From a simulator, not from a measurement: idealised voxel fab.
Process module under the name voxel transistor to metal
We display cut, a cross-section 185 nm in width whose square cells are each 5 nm.
If you're reading a cross-section in this doc, picture square cells in a grid; it comes to you as bands, top ones listed first down to the bottom, and a band can be one or more rows of cells.
In this notation a band is specified by the heights of its top and bottom, in that order and in nm, after which its materials appear from left to right, each paired with its width in nm. The word "full width" attached to a single material means that material fills the band from edge to edge; the word "blank" stands for empty space.
Height datum 0, below which the as-received substrate wafer is one material. Lowest band open at the bottom, running downward: "0 -> down".
Quick explanation for "30 to 40": the width changes in equal steps down the rows of cells, from the first number in the band's top row to the second number in its bottom row.
It should be understood that the words "stayed the same", when stated for a given step, signify that the cross-section underwent no change in any of its cells during that step.
What "Enclosed internal voids" gives you is every empty space of 8 cells or more that is cut off from the top. Each appears as width x height at distance, with the distance taken from the left edge and width, height and distance all in nm.
Anything after a step's settings on that line? It's the simulator's own note about the step.
On any step carrying a mask, the "overlay nm" setting, if present on the step's line, tells how far right of its planned place the mask lay; negative values point to the left.
Steps planned for the process:
step 1: RECEIVE with material Si
step 2: OXIDIZE with depth nm 5
step 3: CONFORMAL_DEP with material SiN, thk nm 10
step 4: PATTERN with tone cover, mask id ACTIVE, material resist, width nm 120, thk nm 15, overlay nm 0
step 5: DIRECTIONAL_ETCH with etch materials SiN, depth nm 10
step 6: DIRECTIONAL_ETCH with etch materials SiO2, depth nm 5
step 7: DIRECTIONAL_ETCH with etch materials Si, depth nm 25
step 8: STRIP with etch materials resist
step 9: OXIDIZE with depth nm 5
step 10: FILL_DEP with material SiO2, thk nm 15
step 11: CMP with height nm 10
step 12: SELECTIVE_ETCH with etch materials SiO2, depth nm 10
step 13: STRIP with etch materials SiN
step 14: SELECTIVE_ETCH with etch materials SiO2, depth nm 5
step 15: OXIDIZE with depth nm 5
step 16: DIRECTIONAL_DEP with material polySi, thk nm 25
step 17: DIRECTIONAL_DEP with material SiCN, thk nm 15
step 18: PATTERN with tone cover, mask id GATE, material resist, width nm 30, thk nm 15, overlay nm 0
step 19: DIRECTIONAL_ETCH with etch materials SiCN, depth nm 25
step 20: DIRECTIONAL_ETCH with etch materials polySi, depth nm 35
step 21: STRIP with etch materials resist
step 22: CONFORMAL_DEP with material SiO2, thk nm 5
step 23: DIRECTIONAL_ETCH with etch materials SiO2, depth nm 5
step 24: CONFORMAL_DEP with material SiN, thk nm 5
step 25: DIRECTIONAL_ETCH with etch materials SiN, depth nm 5
step 26: DIRECTIONAL_ETCH with etch materials SiO2, depth nm 5
step 27: DIRECTIONAL_ETCH with etch materials Si, depth nm 5
step 28: EPI with material nSi, thk nm 10
step 29: FILL_DEP with material SiO2, thk nm 10
step 30: CMP with height nm 20
step 31: STRIP with etch materials polySi
step 32: SELECTIVE_ETCH with etch materials SiO2, depth nm 5
step 33: CONFORMAL_DEP with material HfO2, thk nm 5
step 34: CONFORMAL_DEP with material TiN, thk nm 5
step 35: FILL_DEP with material W, thk nm 5
step 36: CMP with height nm 15
step 37: DIRECTIONAL_DEP with material SiO2, thk nm 10
step 38: DIRECTIONAL_DEP with material aC, thk nm 15
step 39: PATTERN with tone open, mask id CONTACT, material resist, width nm 20, pitch nm 90, thk nm 30, overlay nm 0
step 40: DIRECTIONAL_ETCH with etch materials aC, depth nm 15
step 41: STRIP with etch materials resist
step 42: DIRECTIONAL_ETCH with etch materials SiO2, depth nm 30
step 43: STRIP with etch materials aC
step 44: CONFORMAL_DEP with material TiN, thk nm 5
step 45: FILL_DEP with material Ru, thk nm 10
step 46: CMP with height nm 25
step 47: CONFORMAL_DEP with material SiN, thk nm 5
step 48: DIRECTIONAL_DEP with material lowk, thk nm 20
step 49: MASKED_ETCH with tone open, mask id METAL_1, width nm 20, pitch nm 90, etch materials lowk, depth nm 20, overlay nm 0
step 50: MASKED_ETCH with tone open, mask id METAL_1, width nm 20, pitch nm 90, etch materials SiN, depth nm 5, overlay nm 0
step 51: CONFORMAL_DEP with material TiN, thk nm 5
step 52: FILL_DEP with material W, thk nm 10
step 53: CMP with height nm 50
step 54: EPI with material Ru, thk nm 5
step 55: FILL_DEP with material SiCN, thk nm 5
step 56: DIRECTIONAL_DEP with material lowk, thk nm 30
step 57: PATTERN with tone open, mask id METAL_2_HOLES, material resist, width nm 15, pitch nm 90, thk nm 20, overlay nm 0
step 58: DIRECTIONAL_ETCH with etch materials lowk, depth nm 30
step 59: STRIP with etch materials resist
step 60: PATTERN with tone open, mask id METAL_2, material resist, width nm 20, pitch nm 90, thk nm 15, overlay nm 0
step 61: DIRECTIONAL_ETCH with etch materials lowk, depth nm 20
step 62: DIRECTIONAL_ETCH with etch materials SiCN, depth nm 5
step 63: STRIP with etch materials resist
step 64: CONFORMAL_DEP with material TiN, thk nm 5
step 65: FILL_DEP with material Cu, thk nm 10
step 66: CMP with height nm 90
step 67: CONFORMAL_DEP with material SiN, thk nm 5
Every wafer here starts from the same state; it is the step 57 width nm that distinguishes them, and the value the plan gives belongs to the first wafer.
First of several wafers, received after step 1, in cross-section:
* 0 -> down  Si full width
* Enclosed internal voids: none
End of module, by wafer: material-by-material cell gain (+) or loss (-) since receipt, then closed voids:
width nm 15 | +18 Cu | +16 HfO2 | +32 Ru | -161 Si | +56 SiCN | +74 SiN | +220 SiO2 | +96 TiN | +28 W | +294 lowk | +30 nSi | Enclosed internal voids: none
width nm 20 | +24 Cu | +16 HfO2 | +32 Ru | -161 Si | +54 SiCN | +74 SiN | +220 SiO2 | +96 TiN | +28 W | +290 lowk | +30 nSi | Enclosed internal voids: none
width nm 25 | +34 Cu | +16 HfO2 | +32 Ru | -161 Si | +54 SiCN | +74 SiN | +220 SiO2 | +98 TiN | +28 W | +278 lowk | +30 nSi | Enclosed internal voids: none
width nm 30 | +44 Cu | +16 HfO2 | +32 Ru | -161 Si | +54 SiCN | +74 SiN | +220 SiO2 | +100 TiN | +28 W | +266 lowk | +30 nSi | Enclosed internal voids: none
